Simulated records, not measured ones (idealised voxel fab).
Documented hereafter: the process module known as voxel transistor to metal.
Section shown: cut. Width: 290 nm. Cell size: 5 nm, square.
For the purposes of this document, a cross-section shall be understood as a grid of square cells, specified as bands listed in top-to-bottom order, each band consisting of one or more rows of cells.
Band entry format. Leading values: height of top, height of bottom, nm. Remainder: materials in left-to-right order, each with its width in nm. Special words: "full width" on a single material, which then fills the band edge to edge; "air", empty space.
Where do heights start? At 0: under that level the wafer as delivered is made of one material only. And the lowest band has no floor; it just carries on downward, as in "top 0, no bottom".
The expression "30 to 40" gives the width at the extremes of the band, the first number at its top row of cells and the second at its bottom row, with the width changing by equal amounts from each row to the next in between.
What does "left unchanged" mean for a step? It means no cell of the cross-section changed in that step.
Listed in "Sealed voids": every empty space of 8 or more cells without an open way to the top. Form: width x height at distance, the distance being from the left edge, all in nm.
On a step's line, text after the settings is the simulator commenting on that step.
overlay nm: for a step with a mask, the amount by which the mask lay right of where it was planned; a negative amount means left of it.
THIS SECTION LISTS THE PROCESS STEPS THAT WERE PLANNED
1 RECEIVE | material Si
2 OXIDIZE | depth nm 5
3 CONFORMAL_DEP | material SiN | thk nm 10
4 PATTERN | tone cover | mask id ACTIVE | material resist | width nm 100 | pitch nm 125 | thk nm 20 | overlay nm 0
5 DIRECTIONAL_ETCH | etch materials SiN | depth nm 10
6 DIRECTIONAL_ETCH | etch materials SiO2 | depth nm 5
7 DIRECTIONAL_ETCH | etch materials Si | depth nm 20
8 STRIP | etch materials resist
9 FILL_DEP | material SiO2 | thk nm 15
10 CMP | height nm 10
11 SELECTIVE_ETCH | etch materials SiO2 | depth nm 10
12 STRIP | etch materials SiN
13 SELECTIVE_ETCH | etch materials SiO2 | depth nm 5
14 OXIDIZE | depth nm 5
15 DIRECTIONAL_DEP | material polySi | thk nm 25
16 DIRECTIONAL_DEP | material SiCN | thk nm 10
17 DIRECTIONAL_DEP | material aC | thk nm 15
18 PATTERN | tone cover | mask id GATE | material resist | width nm 20 | pitch nm 125 | thk nm 35 | overlay nm 0
19 DIRECTIONAL_ETCH | etch materials aC | depth nm 15
20 STRIP | etch materials resist
21 DIRECTIONAL_ETCH | etch materials SiCN | depth nm 20
22 DIRECTIONAL_ETCH | etch materials polySi | depth nm 35
23 STRIP | etch materials aC
24 CONFORMAL_DEP | material SiN | thk nm 10
25 DIRECTIONAL_ETCH | etch materials SiN | depth nm 10
26 DIRECTIONAL_ETCH | etch materials SiO2 | depth nm 5
27 EPI | material SiGe | thk nm 5
28 FILL_DEP | material SiO2 | thk nm 5
29 CMP | height nm 30
30 DIRECTIONAL_DEP | material SiO2 | thk nm 15
31 PATTERN | tone open | mask id CONTACT | material resist | width nm 25 | thk nm 15 | overlay nm 0
32 DIRECTIONAL_ETCH | etch materials SiO2 | depth nm 50
33 STRIP | etch materials resist
34 CONFORMAL_DEP | material TiN | thk nm 5
35 FILL_DEP | material W | thk nm 10
36 CMP | height nm 45
37 DIRECTIONAL_DEP | material TiN | thk nm 5
38 DIRECTIONAL_DEP | material W | thk nm 20
39 DIRECTIONAL_DEP | material aC | thk nm 15
40 PATTERN | tone cover | mask id METAL_1 | material resist | width nm 15 | thk nm 30 | overlay nm 0
41 DIRECTIONAL_ETCH | etch materials aC | depth nm 15
42 STRIP | etch materials resist
43 DIRECTIONAL_ETCH | etch materials W | depth nm 20
44 DIRECTIONAL_ETCH | etch materials TiN | depth nm 5
45 STRIP | etch materials aC
46 CONFORMAL_DEP | material SiN | thk nm 5
47 FILL_DEP | material SiO2 | thk nm 5
48 CMP | height nm 70
49 CONFORMAL_DEP | material SiN | thk nm 5
OF TWO WAFERS, THE FIRST: RUN ACCORDING TO PLAN
WAFER CROSS-SECTION ON RECEIPT, I.E. AFTER STEP 1
- top 0, no bottom = Si full width
- Sealed voids: none
WAFER AFTER STEP 2 (CROSS-SECTION)
- top 0, bottom -5 = SiO2 full width
- All layers under -5 are left as they were.
WAFER AFTER STEP 3 (CROSS-SECTION)
- top 10, bottom 0 = SiN full width
- All layers under 0 are left as they were.
WAFER AFTER STEP 4 (CROSS-SECTION)
- top 30, bottom 10 = air (30) | resist (100) | air (25) | resist (100) | air (35)
- All layers under 10 are left as they were.
WAFER AFTER STEP 5 (CROSS-SECTION)
- top 30, bottom 10 = air (30) | resist (100) | air (25) | resist (100) | air (35)
- top 10, bottom 0 = air (30) | SiN (100) | air (25) | SiN (100) | air (35)
- All layers under 0 are left as they were.
WAFER AFTER STEP 6 (CROSS-SECTION)
- top 30, bottom 10 = air (30) | resist (100) | air (25) | resist (100) | air (35)
- top 10, bottom 0 = air (30) | SiN (100) | air (25) | SiN (100) | air (35)
- top 0, bottom -5 = air (30) | SiO2 (100) | air (25) | SiO2 (100) | air (35)
- All layers under -5 are left as they were.
WAFER AFTER STEP 7 (CROSS-SECTION)
- top 30, bottom 10 = air (30) | resist (100) | air (25) | resist (100) | air (35)
- top 10, bottom 0 = air (30) | SiN (100) | air (25) | SiN (100) | air (35)
- top 0, bottom -5 = air (30) | SiO2 (100) | air (25) | SiO2 (100) | air (35)
- top -5, bottom -25 = air (30) | Si (100) | air (25) | Si (100) | air (35)
- All layers under -25 are left as they were.
WAFER AFTER STEP 8 (CROSS-SECTION)
- top 10, bottom 0 = air (30) | SiN (100) | air (25) | SiN (100) | air (35)
- All layers under 0 are left as they were.
WAFER AFTER STEP 9 (CROSS-SECTION)
- top 25, bottom 10 = SiO2 full width
- top 10, bottom 0 = SiO2 (30) | SiN (100) | SiO2 (25) | SiN (100) | SiO2 (35)
- top 0, bottom -5 = SiO2 full width
- top -5, bottom -25 = SiO2 (30) | Si (100) | SiO2 (25) | Si (100) | SiO2 (35)
- All layers under -25 are left as they were.
WAFER AFTER STEP 10 (CROSS-SECTION)
- top 10, bottom 0 = SiO2 (30) | SiN (100) | SiO2 (25) | SiN (100) | SiO2 (35)
- All layers under 0 are left as they were.
WAFER AFTER STEP 11 (CROSS-SECTION)
- top 10, bottom 0 = air (30) | SiN (100) | air (25) | SiN (100) | air (35)
- All layers under 0 are left as they were.
WAFER AFTER STEP 12 (CROSS-SECTION)
- top 0, bottom -5 = SiO2 full width
- All layers under -5 are left as they were.
WAFER AFTER STEP 13 (CROSS-SECTION)
- top -5, bottom -25 = SiO2 (30) | Si (100) | SiO2 (25) | Si (100) | SiO2 (35)
- All layers under -25 are left as they were.
WAFER AFTER STEP 14 (CROSS-SECTION)
- top -5, bottom -10 = SiO2 full width
- All layers under -10 are left as they were.
WAFER AFTER STEP 15 (CROSS-SECTION)
- top 20, bottom -5 = polySi full width
- All layers under -5 are left as they were.
WAFER AFTER STEP 16 (CROSS-SECTION)
- top 30, bottom 20 = SiCN full width
- All layers under 20 are left as they were.
WAFER AFTER STEP 17 (CROSS-SECTION)
- top 45, bottom 30 = aC full width
- All layers under 30 are left as they were.
WAFER AFTER STEP 18 (CROSS-SECTION)
- top 80, bottom 45 = air (70) | resist (20) | air (105) | resist (20) | air (75)
- All layers under 45 are left as they were.
WAFER AFTER STEP 19 (CROSS-SECTION)
- top 65, bottom 45 = air (70) | resist (20) | air (105) | resist (20) | air (75)
- top 45, bottom 30 = air (70) | aC (20) | air (105) | aC (20) | air (75)
- All layers under 30 are left as they were.
WAFER AFTER STEP 20 (CROSS-SECTION)
- top 45, bottom 30 = air (70) | aC (20) | air (105) | aC (20) | air (75)
- All layers under 30 are left as they were.
WAFER AFTER STEP 21 (CROSS-SECTION)
- top 45, bottom 30 = air (70) | aC (20) | air (105) | aC (20) | air (75)
- top 30, bottom 20 = air (70) | SiCN (20) | air (105) | SiCN (20) | air (75)
- All layers under 20 are left as they were.
WAFER AFTER STEP 22 (CROSS-SECTION)
- top 45, bottom 30 = air (70) | aC (20) | air (105) | aC (20) | air (75)
- top 30, bottom 20 = air (70) | SiCN (20) | air (105) | SiCN (20) | air (75)
- top 20, bottom -5 = air (70) | polySi (20) | air (105) | polySi (20) | air (75)
- All layers under -5 are left as they were.
WAFER AFTER STEP 23 (CROSS-SECTION)
- top 30, bottom 20 = air (70) | SiCN (20) | air (105) | SiCN (20) | air (75)
- All layers under 20 are left as they were.
WAFER AFTER STEP 24 (CROSS-SECTION)
- top 40, bottom 30 = air (60) | SiN (40) | air (85) | SiN (40) | air (65)
- top 30, bottom 20 = air (60) | SiN (10) | SiCN (20) | SiN (10) | air (85) | SiN (10) | SiCN (20) | SiN (10) | air (65)
- top 20, bottom 5 = air (60) | SiN (10) | polySi (20) | SiN (10) | air (85) | SiN (10) | polySi (20) | SiN (10) | air (65)
- top 5, bottom -5 = SiN (70) | polySi (20) | SiN (105) | polySi (20) | SiN (75)
- All layers under -5 are left as they were.
WAFER AFTER STEP 25 (CROSS-SECTION)
- top 30, bottom 20 = air (60) | SiN (10) | SiCN (20) | SiN (10) | air (85) | SiN (10) | SiCN (20) | SiN (10) | air (65)
- top 20, bottom -5 = air (60) | SiN (10) | polySi (20) | SiN (10) | air (85) | SiN (10) | polySi (20) | SiN (10) | air (65)
- All layers under -5 are left as they were.
WAFER AFTER STEP 26 (CROSS-SECTION)
- top 30, bottom 20 = air (60) | SiN (10) | SiCN (20) | SiN (10) | air (85) | SiN (10) | SiCN (20) | SiN (10) | air (65)
- top 20, bottom -5 = air (60) | SiN (10) | polySi (20) | SiN (10) | air (85) | SiN (10) | polySi (20) | SiN (10) | air (65)
- top -5, bottom -10 = air (60) | SiO2 (40) | air (85) | SiO2 (40) | air (65)
- All layers under -10 are left as they were.
WAFER AFTER STEP 27 (CROSS-SECTION)
- top 30, bottom 20 = air (60) | SiN (10) | SiCN (20) | SiN (10) | air (85) | SiN (10) | SiCN (20) | SiN (10) | air (65)
- top 20, bottom -5 = air (60) | SiN (10) | polySi (20) | SiN (10) | air (85) | SiN (10) | polySi (20) | SiN (10) | air (65)
- top -5, bottom -10 = air (25) | SiGe (35) | SiO2 (40) | SiGe (35) | air (15) | SiGe (35) | SiO2 (40) | SiGe (35) | air (30)
- All layers under -10 are left as they were.
WAFER AFTER STEP 28 (CROSS-SECTION)
- top 35, bottom 30 = SiO2 full width
- top 30, bottom 20 = SiO2 (60) | SiN (10) | SiCN (20) | SiN (10) | SiO2 (85) | SiN (10) | SiCN (20) | SiN (10) | SiO2 (65)
- top 20, bottom -5 = SiO2 (60) | SiN (10) | polySi (20) | SiN (10) | SiO2 (85) | SiN (10) | polySi (20) | SiN (10) | SiO2 (65)
- top -5, bottom -10 = SiO2 (25) | SiGe (35) | SiO2 (40) | SiGe (35) | SiO2 (15) | SiGe (35) | SiO2 (40) | SiGe (35) | SiO2 (30)
- All layers under -10 are left as they were.
WAFER AFTER STEP 29 (CROSS-SECTION)
- top 30, bottom 20 = SiO2 (60) | SiN (10) | SiCN (20) | SiN (10) | SiO2 (85) | SiN (10) | SiCN (20) | SiN (10) | SiO2 (65)
- All layers under 20 are left as they were.
WAFER AFTER STEP 30 (CROSS-SECTION)
- top 45, bottom 30 = SiO2 full width
- All layers under 30 are left as they were.
WAFER AFTER STEP 31 (CROSS-SECTION)
- top 60, bottom 45 = resist (40) | air (25) | resist (30) | air (25) | resist (45) | air (25) | resist (30) | air (25) | resist (45)
- All layers under 45 are left as they were.
WAFER AFTER STEP 32 (CROSS-SECTION)
- top 60, bottom 45 = resist (40) | air (25) | resist (30) | air (25) | resist (45) | air (25) | resist (30) | air (25) | resist (45)
- top 45, bottom 30 = SiO2 (40) | air (25) | SiO2 (30) | air (25) | SiO2 (45) | air (25) | SiO2 (30) | air (25) | SiO2 (45)
- top 30, bottom 20 = SiO2 (40) | air (20) | SiN (10) | SiCN (20) | SiN (10) | air (20) | SiO2 (45) | air (20) | SiN (10) | SiCN (20) | SiN (10) | air (20) | SiO2 (45)
- top 20, bottom -5 = SiO2 (40) | air (20) | SiN (10) | polySi (20) | SiN (10) | air (20) | SiO2 (45) | air (20) | SiN (10) | polySi (20) | SiN (10) | air (20) | SiO2 (45)
- All layers under -5 are left as they were.
WAFER AFTER STEP 33 (CROSS-SECTION)
- top 45, bottom 30 = SiO2 (40) | air (25) | SiO2 (30) | air (25) | SiO2 (45) | air (25) | SiO2 (30) | air (25) | SiO2 (45)
- All layers under 30 are left as they were.
WAFER AFTER STEP 34 (CROSS-SECTION)
- top 50, bottom 45 = TiN (45) | air (15) | TiN (40) | air (15) | TiN (55) | air (15) | TiN (40) | air (15) | TiN (50)
- top 45, bottom 35 = SiO2 (40) | TiN (5) | air (15) | TiN (5) | SiO2 (30) | TiN (5) | air (15) | TiN (5) | SiO2 (45) | TiN (5) | air (15) | TiN (5) | SiO2 (30) | TiN (5) | air (15) | TiN (5) | SiO2 (45)
- top 35, bottom 30 = SiO2 (40) | TiN (5) | air (10) | TiN (10) | SiO2 (30) | TiN (10) | air (10) | TiN (5) | SiO2 (45) | TiN (5) | air (10) | TiN (10) | SiO2 (30) | TiN (10) | air (10) | TiN (5) | SiO2 (45)
- top 30, bottom 20 = SiO2 (40) | TiN (5) | air (10) | TiN (5) | SiN (10) | SiCN (20) | SiN (10) | TiN (5) | air (10) | TiN (5) | SiO2 (45) | TiN (5) | air (10) | TiN (5) | SiN (10) | SiCN (20) | SiN (10) | TiN (5) | air (10) | TiN (5) | SiO2 (45)
- top 20, bottom 0 = SiO2 (40) | TiN (5) | air (10) | TiN (5) | SiN (10) | polySi (20) | SiN (10) | TiN (5) | air (10) | TiN (5) | SiO2 (45) | TiN (5) | air (10) | TiN (5) | SiN (10) | polySi (20) | SiN (10) | TiN (5) | air (10) | TiN (5) | SiO2 (45)
- top 0, bottom -5 = SiO2 (40) | TiN (20) | SiN (10) | polySi (20) | SiN (10) | TiN (20) | SiO2 (45) | TiN (20) | SiN (10) | polySi (20) | SiN (10) | TiN (20) | SiO2 (45)
- All layers under -5 are left as they were.
WAFER AFTER STEP 35 (CROSS-SECTION)
- top 60, bottom 50 = W full width
- top 50, bottom 45 = TiN (45) | W (15) | TiN (40) | W (15) | TiN (55) | W (15) | TiN (40) | W (15) | TiN (50)
- top 45, bottom 35 = SiO2 (40) | TiN (5) | W (15) | TiN (5) | SiO2 (30) | TiN (5) | W (15) | TiN (5) | SiO2 (45) | TiN (5) | W (15) | TiN (5) | SiO2 (30) | TiN (5) | W (15) | TiN (5) | SiO2 (45)
- top 35, bottom 30 = SiO2 (40) | TiN (5) | W (10) | TiN (10) | SiO2 (30) | TiN (10) | W (10) | TiN (5) | SiO2 (45) | TiN (5) | W (10) | TiN (10) | SiO2 (30) | TiN (10) | W (10) | TiN (5) | SiO2 (45)
- top 30, bottom 20 = SiO2 (40) | TiN (5) | W (10) | TiN (5) | SiN (10) | SiCN (20) | SiN (10) | TiN (5) | W (10) | TiN (5) | SiO2 (45) | TiN (5) | W (10) | TiN (5) | SiN (10) | SiCN (20) | SiN (10) | TiN (5) | W (10) | TiN (5) | SiO2 (45)
- top 20, bottom 0 = SiO2 (40) | TiN (5) | W (10) | TiN (5) | SiN (10) | polySi (20) | SiN (10) | TiN (5) | W (10) | TiN (5) | SiO2 (45) | TiN (5) | W (10) | TiN (5) | SiN (10) | polySi (20) | SiN (10) | TiN (5) | W (10) | TiN (5) | SiO2 (45)
- All layers under 0 are left as they were.
WAFER AFTER STEP 36 (CROSS-SECTION)
- top 45, bottom 35 = SiO2 (40) | TiN (5) | W (15) | TiN (5) | SiO2 (30) | TiN (5) | W (15) | TiN (5) | SiO2 (45) | TiN (5) | W (15) | TiN (5) | SiO2 (30) | TiN (5) | W (15) | TiN (5) | SiO2 (45)
- All layers under 35 are left as they were.
WAFER AFTER STEP 37 (CROSS-SECTION)
- top 50, bottom 45 = TiN full width
- All layers under 45 are left as they were.
WAFER AFTER STEP 38 (CROSS-SECTION)
- top 70, bottom 50 = W full width
- All layers under 50 are left as they were.
WAFER AFTER STEP 39 (CROSS-SECTION)
- top 85, bottom 70 = aC full width
- All layers under 70 are left as they were.
WAFER AFTER STEP 40 (CROSS-SECTION)
- top 115, bottom 85 = air (40) | resist (15) | air (50) | resist (15) | air (45) | resist (15) | air (50) | resist (15) | air (45)
- All layers under 85 are left as they were.
WAFER AFTER STEP 41 (CROSS-SECTION)
- top 100, bottom 85 = air (40) | resist (15) | air (50) | resist (15) | air (45) | resist (15) | air (50) | resist (15) | air (45)
- top 85, bottom 70 = air (40) | aC (15) | air (50) | aC (15) | air (45) | aC (15) | air (50) | aC (15) | air (45)
- All layers under 70 are left as they were.
WAFER AFTER STEP 42 (CROSS-SECTION)
- top 85, bottom 70 = air (40) | aC (15) | air (50) | aC (15) | air (45) | aC (15) | air (50) | aC (15) | air (45)
- All layers under 70 are left as they were.
WAFER AFTER STEP 43 (CROSS-SECTION)
- top 85, bottom 70 = air (40) | aC (15) | air (50) | aC (15) | air (45) | aC (15) | air (50) | aC (15) | air (45)
- top 70, bottom 50 = air (40) | W (15) | air (50) | W (15) | air (45) | W (15) | air (50) | W (15) | air (45)
- All layers under 50 are left as they were.
WAFER AFTER STEP 44 (CROSS-SECTION)
- top 85, bottom 70 = air (40) | aC (15) | air (50) | aC (15) | air (45) | aC (15) | air (50) | aC (15) | air (45)
- top 70, bottom 50 = air (40) | W (15) | air (50) | W (15) | air (45) | W (15) | air (50) | W (15) | air (45)
- top 50, bottom 45 = air (40) | TiN (15) | air (50) | TiN (15) | air (45) | TiN (15) | air (50) | TiN (15) | air (45)
- All layers under 45 are left as they were.
WAFER AFTER STEP 45 (CROSS-SECTION)
- top 70, bottom 50 = air (40) | W (15) | air (50) | W (15) | air (45) | W (15) | air (50) | W (15) | air (45)
- All layers under 50 are left as they were.
WAFER AFTER STEP 46 (CROSS-SECTION)
- top 75, bottom 70 = air (35) | SiN (25) | air (40) | SiN (25) | air (35) | SiN (25) | air (40) | SiN (25) | air (40)
- top 70, bottom 50 = air (35) | SiN (5) | W (15) | SiN (5) | air (40) | SiN (5) | W (15) | SiN (5) | air (35) | SiN (5) | W (15) | SiN (5) | air (40) | SiN (5) | W (15) | SiN (5) | air (40)
- top 50, bottom 45 = SiN (40) | TiN (15) | SiN (50) | TiN (15) | SiN (45) | TiN (15) | SiN (50) | TiN (15) | SiN (45)
- All layers under 45 are left as they were.
WAFER AFTER STEP 47 (CROSS-SECTION)
- top 80, bottom 75 = SiO2 full width
- top 75, bottom 70 = SiO2 (35) | SiN (25) | SiO2 (40) | SiN (25) | SiO2 (35) | SiN (25) | SiO2 (40) | SiN (25) | SiO2 (40)
- top 70, bottom 50 = SiO2 (35) | SiN (5) | W (15) | SiN (5) | SiO2 (40) | SiN (5) | W (15) | SiN (5) | SiO2 (35) | SiN (5) | W (15) | SiN (5) | SiO2 (40) | SiN (5) | W (15) | SiN (5) | SiO2 (40)
- All layers under 50 are left as they were.
WAFER AFTER STEP 48 (CROSS-SECTION)
- top 70, bottom 50 = SiO2 (35) | SiN (5) | W (15) | SiN (5) | SiO2 (40) | SiN (5) | W (15) | SiN (5) | SiO2 (35) | SiN (5) | W (15) | SiN (5) | SiO2 (40) | SiN (5) | W (15) | SiN (5) | SiO2 (40)
- All layers under 50 are left as they were.
WAFER AFTER STEP 49 (CROSS-SECTION)
- top 75, bottom 70 = SiN full width
- All layers under 70 are left as they were.
WAFER TWO OF TWO - SAME STARTING POINT, SAME PROCESS PLAN, ONE MISTAKE IN EXECUTION; MATCHES WAFER ONE UP TO AND INCLUDING STEP 39
SECOND WAFER CROSS-SECTION, TAKEN AS OF THE TIME THE PLAN SETS FOR STEP 40 TO BE DONE
- top 115, bottom 85 = air (40) | resist (20) | air (45) | resist (20) | air (40) | resist (20) | air (45) | resist (20) | air (40)
- All layers under 85 are left as they were.
SECOND WAFER CROSS-SECTION, TAKEN AS OF THE TIME THE PLAN SETS FOR STEP 41 TO BE DONE
- top 100, bottom 85 = air (40) | resist (20) | air (45) | resist (20) | air (40) | resist (20) | air (45) | resist (20) | air (40)
- top 85, bottom 70 = air (40) | aC (20) | air (45) | aC (20) | air (40) | aC (20) | air (45) | aC (20) | air (40)
- All layers under 70 are left as they were.
SECOND WAFER CROSS-SECTION, TAKEN AS OF THE TIME THE PLAN SETS FOR STEP 42 TO BE DONE
- top 85, bottom 70 = air (40) | aC (20) | air (45) | aC (20) | air (40) | aC (20) | air (45) | aC (20) | air (40)
- All layers under 70 are left as they were.
SECOND WAFER CROSS-SECTION, TAKEN AS OF THE TIME THE PLAN SETS FOR STEP 43 TO BE DONE
- top 85, bottom 70 = air (40) | aC (20) | air (45) | aC (20) | air (40) | aC (20) | air (45) | aC (20) | air (40)
- top 70, bottom 50 = air (40) | W (20) | air (45) | W (20) | air (40) | W (20) | air (45) | W (20) | air (40)
- All layers under 50 are left as they were.
SECOND WAFER CROSS-SECTION, TAKEN AS OF THE TIME THE PLAN SETS FOR STEP 44 TO BE DONE
- top 85, bottom 70 = air (40) | aC (20) | air (45) | aC (20) | air (40) | aC (20) | air (45) | aC (20) | air (40)
- top 70, bottom 50 = air (40) | W (20) | air (45) | W (20) | air (40) | W (20) | air (45) | W (20) | air (40)
- top 50, bottom 45 = air (40) | TiN (20) | air (45) | TiN (20) | air (40) | TiN (20) | air (45) | TiN (20) | air (40)
- All layers under 45 are left as they were.
SECOND WAFER CROSS-SECTION, TAKEN AS OF THE TIME THE PLAN SETS FOR STEP 45 TO BE DONE
- top 70, bottom 50 = air (40) | W (20) | air (45) | W (20) | air (40) | W (20) | air (45) | W (20) | air (40)
- All layers under 50 are left as they were.
SECOND WAFER CROSS-SECTION, TAKEN AS OF THE TIME THE PLAN SETS FOR STEP 46 TO BE DONE
- top 75, bottom 70 = air (35) | SiN (30) | air (35) | SiN (30) | air (30) | SiN (30) | air (35) | SiN (30) | air (35)
- top 70, bottom 50 = air (35) | SiN (5) | W (20) | SiN (5) | air (35) | SiN (5) | W (20) | SiN (5) | air (30) | SiN (5) | W (20) | SiN (5) | air (35) | SiN (5) | W (20) | SiN (5) | air (35)
- top 50, bottom 45 = SiN (40) | TiN (20) | SiN (45) | TiN (20) | SiN (40) | TiN (20) | SiN (45) | TiN (20) | SiN (40)
- All layers under 45 are left as they were.
SECOND WAFER CROSS-SECTION, TAKEN AS OF THE TIME THE PLAN SETS FOR STEP 47 TO BE DONE
- top 80, bottom 75 = SiO2 full width
- top 75, bottom 70 = SiO2 (35) | SiN (30) | SiO2 (35) | SiN (30) | SiO2 (30) | SiN (30) | SiO2 (35) | SiN (30) | SiO2 (35)
- top 70, bottom 50 = SiO2 (35) | SiN (5) | W (20) | SiN (5) | SiO2 (35) | SiN (5) | W (20) | SiN (5) | SiO2 (30) | SiN (5) | W (20) | SiN (5) | SiO2 (35) | SiN (5) | W (20) | SiN (5) | SiO2 (35)
- All layers under 50 are left as they were.
SECOND WAFER CROSS-SECTION, TAKEN AS OF THE TIME THE PLAN SETS FOR STEP 48 TO BE DONE
- top 70, bottom 50 = SiO2 (35) | SiN (5) | W (20) | SiN (5) | SiO2 (35) | SiN (5) | W (20) | SiN (5) | SiO2 (30) | SiN (5) | W (20) | SiN (5) | SiO2 (35) | SiN (5) | W (20) | SiN (5) | SiO2 (35)
- All layers under 50 are left as they were.
SECOND WAFER CROSS-SECTION, TAKEN AS OF THE TIME THE PLAN SETS FOR STEP 49 TO BE DONE
- top 75, bottom 70 = SiN full width
- All layers under 70 are left as they were.
The plan and the run diverged here: it should be noted that step 40 was executed with settings other than those planned, the operation and settings actually applied being PATTERN | tone cover | mask id METAL_1 | material resist | width nm 20 | thk nm 30 | overlay nm 0
The second wafer ends with more or fewer cells of some materials than the first, per final count: 4 fewer of SiN, 16 fewer of SiO2, 4 more of TiN, 16 more of W
